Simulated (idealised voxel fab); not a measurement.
Documented hereafter: the process module known as voxel ribs on slabs.
Section cut is 200 nm wide and gridded with 5 nm square cells.
We lay out every cross-section as a grid of square cells and spell it out in bands from the top down, where one band means one or more rows of cells. Band: top height; bottom height; in nm. Then, left to right: material with width in nm, for each material. "edge to edge": a single material spanning edge to edge. "blank": empty space. Note: height 0 marks the level under which the wafer is uniformly one material as received. Lowest band unbounded below, written "top 0, no bottom". The expression "30->40" gives the width at the extremes of the band, the first number at its top row of cells and the second at its bottom row, with the width changing by equal amounts from each row to the next in between. When a step is marked "changes: none", none of the cells in the cross-section changed during that step. Basically, "Voids, sealed" tells you about the enclosed voids: empty spaces with no open way to the top, 8 cells or bigger, each written width x height at distance, where distance is from the left edge, all in nm. Whatever follows a step's settings on its line is a remark the simulator itself makes about that step. The "overlay nm" setting may appear on a step's line; for a step that uses a mask, it gives how far to the right of its planned position the mask lay, and a negative value indicates the left.

## Process steps foreseen in the plan
1) RECEIVE, material Si
2) DIRECTIONAL_DEP, material SiO2, thk nm 20
3) DIRECTIONAL_DEP, material polySi, thk nm 15
4) DIRECTIONAL_DEP, material aC, thk nm 10
5) PATTERN, tone cover, mask id RIB, material resist, width nm 30, thk nm 30, overlay nm 0
6) DIRECTIONAL_ETCH, etch materials aC, depth nm 10
7) STRIP, etch materials resist
8) DIRECTIONAL_ETCH, etch materials polySi, depth nm 10
9) STRIP, etch materials aC
10) MASKED_ETCH, tone cover, mask id SLAB, width nm 60, etch materials polySi, depth nm 5, overlay nm 0
11) FILL_DEP, material SiO2, thk nm 20
12) CMP, height nm 45
13) DIRECTIONAL_DEP, material TiN, thk nm 10
14) DIRECTIONAL_DEP, material aC, thk nm 10
15) PATTERN, tone cover, mask id HEATER, material resist, width nm 40, thk nm 30, overlay nm 0
16) DIRECTIONAL_ETCH, etch materials aC, depth nm 10
17) STRIP, etch materials resist
18) DIRECTIONAL_ETCH, etch materials TiN, depth nm 10
19) STRIP, etch materials aC
20) CONFORMAL_DEP, material SiO2, thk nm 5

## Shown in cross-section is the wafer as received, that is, as it stands after step 1
> top 0, no bottom: Si edge to edge
> Voids, sealed: none

## One mistake in running the module, otherwise start and plan as above: cross-section at the end
> top 60, bottom 55: blank: 75 / SiO2: 50 / blank: 75
> top 55, bottom 50: blank: 75 / SiO2: 5 / TiN: 40 / SiO2: 5 / blank: 75
> top 50, bottom 45: SiO2: 80 / TiN: 40 / SiO2: 80
> top 45, bottom 30: SiO2 edge to edge
> top 30, bottom 25: SiO2: 85 / polySi: 30 / SiO2: 85
> top 25, bottom 20: polySi: 70 / SiO2: 15 / polySi: 30 / SiO2: 15 / polySi: 70
> top 20, bottom 0: SiO2 edge to edge
> top 0, no bottom: Si edge to edge
> Voids, sealed: none
What was done differently from what was planned? for step 10, the planned setting was not used; the step was instead run as MASKED_ETCH, tone open, mask id SLAB, width nm 60, etch materials polySi, depth nm 5, overlay nm 0
